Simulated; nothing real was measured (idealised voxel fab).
Presented below is a process module, voxel ribs on slabs.
The figure presents cross-section cut, which has a width of 175 nm and is divided into square cells with an edge length of 5 nm.
Cross-section layout: square cells on a grid; listed as bands, top to bottom; a band spans one or more cell rows. Read a band's entry like this: the first values are the height of its top and the height of its bottom in nm, and what follows is the sequence of materials from left to right, each with its width in nm. Note that "empty" is empty space, and that a single material marked "everywhere" reaches across the band from edge to edge. The level at which height equals 0 is the one under which the wafer, as it arrives, is entirely one material. No lower edge exists for the bottom band, which continues downward and is notated as in "0..down". The expression "30..40" gives the width at the extremes of the band, the first number at its top row of cells and the second at its bottom row, with the width changing by equal amounts from each row to the next in between. A step reported as "all unchanged" is a step in which no cell of the cross-section changed. What "Fully enclosed voids" gives you is every empty space of 8 cells or more that is cut off from the top. Each appears as width x height at distance, with the distance taken from the left edge and width, height and distance all in nm. Note: text after step settings on the step line = simulator remark on that step. Each step line may optionally specify "overlay nm", which for a step with a mask gives the rightward distance between the mask's planned place and where it lay, a negative value indicating the leftward direction.
**Set out below are the planned steps of the process**
1 RECEIVE [material Si]
2 DIRECTIONAL_DEP [material SiO2] [thk nm 20]
3 DIRECTIONAL_DEP [material polySi] [thk nm 15]
4 PATTERN [tone cover] [mask id RIB] [material resist] [width nm 30] [thk nm 20] [overlay nm 0]
5 DIRECTIONAL_ETCH [etch materials polySi] [depth nm 5]
6 STRIP [etch materials resist]
7 PATTERN [tone cover] [mask id SLAB] [material resist] [width nm 90] [thk nm 20] [overlay nm 0]
8 DIRECTIONAL_ETCH [etch materials polySi] [depth nm 10]
9 STRIP [etch materials resist]
10 FILL_DEP [material SiO2] [thk nm 30]
11 CMP [height nm 55]
12 DIRECTIONAL_DEP [material TiN] [thk nm 10]
13 PATTERN [tone cover] [mask id HEATER] [material resist] [width nm 40] [thk nm 20] [overlay nm 0]
14 DIRECTIONAL_ETCH [etch materials TiN] [depth nm 10]
15 STRIP [etch materials resist]
16 CONFORMAL_DEP [material SiO2] [thk nm 10]
**Cross-section of the wafer upon arrival, representing the state reached after step 1**
* 0..down | Si everywhere
* Fully enclosed voids: none
**Wafer at module end, in section. Began as above, planned as above, run with one mistake**
* 75..65 | empty=55 | SiO2=60 | empty=60
* 65..55 | SiO2=65 | TiN=40 | SiO2=70
* 55..30 | SiO2 everywhere
* 30..25 | polySi=40 | SiO2=90 | polySi=45
* 25..20 | polySi=40 | SiO2=30 | polySi=30 | SiO2=30 | polySi=45
* 20..0 | SiO2 everywhere
* 0..down | Si everywhere
* Fully enclosed voids: none
Which mistake was made when the wafer was run? the process deviated at step 7: the operation and settings actually run there were PATTERN [tone open] [mask id SLAB] [material resist] [width nm 90] [thk nm 20] [overlay nm 0]
